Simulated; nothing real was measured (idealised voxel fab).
process module | voxel quadruple lines
cross-section cut | 295 nm wide | cells 5 nm
A cross-section is a grid of square cells, given in bands from the top down. A band is one or more rows of cells.
Each band's line starts with the height of the band's top and of its bottom, in nm. Then come its materials from left to right, each with its width in nm. One material with "throughout" fills the band from edge to edge. "air" is empty space.
Height 0 is the level under which the wafer as received is all one material. The lowest band goes on downwards, as in "0 down".
A width such as "30 to 40" changes by the same amount from each row of cells to the next, from the band's top row to its bottom row.
"no change" after a step means that no cell of the cross-section changed.
closed voids: empty space of 8 cells or more with no open way to the top, each as width x height at its distance from the left edge, in nm
after a step's settings: what the simulator itself notes on the step
overlay nm, on a step with a mask: how far to the right of its planned place the mask lay; to the left if negative
plan
1 op RECEIVE | material Si
2 op CONFORMAL_DEP | material Al2O3 | thk nm 5
3 op DIRECTIONAL_DEP | material TiN | thk nm 15
4 op DIRECTIONAL_DEP | material polySi | thk nm 20
5 op DIRECTIONAL_DEP | material aC | thk nm 20
6 op PATTERN | tone cover | mask id MANDREL | material resist | width nm 30 | thk nm 30 | overlay nm 0
7 op DIRECTIONAL_ETCH | etch materials aC | depth nm 20
8 op STRIP | etch materials resist
9 op CONFORMAL_DEP | material SiO2 | thk nm 10
10 op DIRECTIONAL_ETCH | etch materials SiO2 | depth nm 10
11 op STRIP | etch materials aC
12 op DIRECTIONAL_ETCH | etch materials polySi | depth nm 20
13 op STRIP | etch materials SiO2
14 op CONFORMAL_DEP | material SiCN | thk nm 10
15 op DIRECTIONAL_ETCH | etch materials SiCN | depth nm 10
16 op STRIP | etch materials polySi
17 op DIRECTIONAL_ETCH | etch materials TiN | depth nm 15
18 op STRIP | etch materials SiCN
as received, after step 1
  0 down: Si throughout
  closed voids: none
first wafer at the end, as planned
  20 to 5: air 110 | TiN 10 | air 10 | TiN 10 | air 10 | TiN 10 | air 10 | TiN 10 | air 115
  5 to 0: Al2O3 throughout
  0 down: Si throughout
  closed voids: none
second wafer at the end: like start, like plan, one mistake
  20 to 5: air 110 | TiN 30 | air 10 | TiN 30 | air 115
  5 to 0: Al2O3 throughout
  0 down: Si throughout
  closed voids: none
what went wrong: steps 16 and 17 were swapped
at the end the second wafer has, in cells: 12 more of TiN
